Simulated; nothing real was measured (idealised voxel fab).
Name of the process module below: voxel double patterning
The cross-section on display is named cut; it measures 175 nm wide, and its cells are 5 nm squares.
Just so we're on the same page, the cross-sections are grids of square cells, and they're listed out in bands top to bottom, each band one or more rows deep.
Basically the band line says how high the top is and how high the bottom is, in nm, and then what's in it from left to right, every material with its width in nm. Empty space shows up as "empty", and if a single material carries "everywhere" it runs the full band edge to edge.
The reference from which all heights are counted is 0, the level beneath which the as-received wafer is entirely one material; the lowest band, having no lower bound, proceeds downward and is written after the example "z 0 and below".
A two-number width, for instance "30->40", indicates that the width is equal to the first number in the top row of the band and to the second number in the bottom row, and that it changes by a constant amount per row of cells.
Where the words "identical to before" appear for a step, the cross-section shows no cell changed by that step; every cell remained as before.
So "Cavities, sealed" is basically the list of trapped voids: any empty space of 8 cells or more that can't reach the top through an opening. They're written width x height at distance, the distance being from the left edge, and it's all nm.
after a step's settings: what the simulator itself notes on the step
You can add "overlay nm" to a step's line. For a step with a mask, it describes how far the mask lay to the right of its planned position, and a negative number describes a lay to the left.
### Listed below are the process steps as planned
1. RECEIVE, material Si
2. CONFORMAL_DEP, material SiO2, thk nm 5
3. DIRECTIONAL_DEP, material W, thk nm 10
4. DIRECTIONAL_DEP, material SiCN, thk nm 10
5. DIRECTIONAL_DEP, material aC, thk nm 10
6. PATTERN, tone open, mask id FIRST, material resist, width nm 15, pitch nm 50, thk nm 30, overlay nm -15
7. DIRECTIONAL_ETCH, etch materials aC, depth nm 10
8. STRIP, etch materials resist
9. DIRECTIONAL_ETCH, etch materials SiCN, depth nm 10
10. STRIP, etch materials aC
11. PATTERN, tone open, mask id SECOND, material resist, width nm 15, thk nm 20, overlay nm 0
12. DIRECTIONAL_ETCH, etch materials SiCN, depth nm 10
13. STRIP, etch materials resist
14. DIRECTIONAL_ETCH, etch materials W, depth nm 10
15. STRIP, etch materials SiCN
Heads up: all these wafers start the same, and what changes between them is the overlay nm in step 6. The value you see in the plan is just what the first wafer got.
### Cross-section: the first of several wafers in its as-received state, i.e. following step 1
  z 0 and below | Si everywhere
  Cavities, sealed: none
### Here is the cross-section of the first of several wafers at the end of the module, after its last step, step 15
  z 15 to 5 | 40 of W, 15 of empty, 25 of W, 25 of empty, 70 of W
  z 5 to 0 | SiO2 everywhere
  z 0 and below | Si everywhere
  Cavities, sealed: none
### Module end, final wafer: cross-section
  z 15 to 5 | 70 of W, 25 of empty, 25 of W, 15 of empty, 40 of W
  z 5 to 0 | SiO2 everywhere
  z 0 and below | Si everywhere
  Cavities, sealed: none
### Note: the following table is arranged by wafer, a row apiece. Each row reports the end-of-module state: per material, cells gained (+) or cells lost (-) compared with the wafer as received; closed voids follow
overlay nm -15 | +35 SiO2 | +54 W | Cavities, sealed: none
overlay nm -10 | +35 SiO2 | +52 W | Cavities, sealed: none
overlay nm -5 | +35 SiO2 | +52 W | Cavities, sealed: none
overlay nm 0 | +35 SiO2 | +52 W | Cavities, sealed: none
overlay nm 5 | +35 SiO2 | +52 W | Cavities, sealed: none
overlay nm 10 | +35 SiO2 | +52 W | Cavities, sealed: none
overlay nm 15 | +35 SiO2 | +54 W | Cavities, sealed: none
